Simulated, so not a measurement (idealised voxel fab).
The process module presented herein is designated voxel quadruple lines.
Cross-sectional view cut (width: 195 nm; square cell size: 5 nm).
Think of the cross-section as a grid of square cells. We describe it in bands, top to bottom, and each band covers one or more rows of those cells.
Band entry format. Leading values: height of top, height of bottom, nm. Remainder: materials in left-to-right order, each with its width in nm. Special words: "edge to edge" on a single material, which then fills the band edge to edge; "empty", empty space.
A quick word on heights: they are counted from 0, and under that level the wafer as it came to us is one material throughout. The lowest band is different from the rest in having no bottom; it simply continues downward, written as in "0 nm and below".
When a width is written as two numbers, as in "30..40", the first number is the width in the top row of cells of the band and the second is the width in its bottom row, and the width changes by the same amount from each row to the next.
"all unchanged" -> step changed no cross-section cell.
Voids not open to the top, 8 cells minimum: see "Fully sealed cavities". Written width x height at distance; distance is from the left edge; nm.
On each step's line, the part that comes after the settings is the simulator's own comment on the step.
When a step includes a mask, the "overlay nm" setting on its line states how far to the right of its planned place that mask lay, and negative values state how far to the left.

# So here's the lineup of process steps we planned
| 1 | RECEIVE [material Si] |
| 2 | CONFORMAL_DEP [material Al2O3] [thk nm 5] |
| 3 | DIRECTIONAL_DEP [material W] [thk nm 10] |
| 4 | DIRECTIONAL_DEP [material polySi] [thk nm 15] |
| 5 | DIRECTIONAL_DEP [material aC] [thk nm 25] |
| 6 | PATTERN [tone cover] [mask id MANDREL] [material resist] [width nm 25] [thk nm 35] [overlay nm 0] |
| 7 | DIRECTIONAL_ETCH [etch materials aC] [depth nm 25] |
| 8 | STRIP [etch materials resist] |
| 9 | CONFORMAL_DEP [material SiO2] [thk nm 15] |
| 10 | DIRECTIONAL_ETCH [etch materials SiO2] [depth nm 15] |
| 11 | STRIP [etch materials aC] |
| 12 | DIRECTIONAL_ETCH [etch materials polySi] [depth nm 15] |
| 13 | STRIP [etch materials SiO2] |
| 14 | CONFORMAL_DEP [material SiCN] [thk nm 5] |
| 15 | DIRECTIONAL_ETCH [etch materials SiCN] [depth nm 5] |
| 16 | STRIP [etch materials polySi] |
| 17 | DIRECTIONAL_ETCH [etch materials W] [depth nm 10] |
| 18 | STRIP [etch materials SiCN] |
| 19 | FILL_DEP [material SiO2] [thk nm 5] |
| 20 | CMP [height nm 5] |
Don't read the plan's height nm for step 20 as applying to every wafer: that's the first wafer's value, and the wafers differ in it, though they all start identical.

# As-received cross-section, first of several wafers, post step 1
    0 nm and below = Si edge to edge
    Fully sealed cavities: none

# Module end state after final step 20: cross-section of the first of several wafers
    5 nm to 0 nm = Al2O3 edge to edge
    0 nm and below = Si edge to edge
    Fully sealed cavities: none

# The last wafer as seen in cross-section at the end of the module
    20 nm to 15 nm = SiO2 edge to edge
    15 nm to 5 nm = SiO2: 65; W: 5; SiO2: 15; W: 5; SiO2: 15; W: 5; SiO2: 15; W: 5; SiO2: 65
    5 nm to 0 nm = Al2O3 edge to edge
    0 nm and below = Si edge to edge
    Fully sealed cavities: none

# Every row in this table is a wafer at the end of the module, and it gives, for each of the materials, the cells that wafer has gained (+) or lost (-) since it was received, then its closed voids
height nm 5; +39 Al2O3; Fully sealed cavities: none
height nm 10; +39 Al2O3; +35 SiO2; +4 W; Fully sealed cavities: none
height nm 15; +39 Al2O3; +70 SiO2; +8 W; Fully sealed cavities: none
height nm 20; +39 Al2O3; +109 SiO2; +8 W; Fully sealed cavities: none
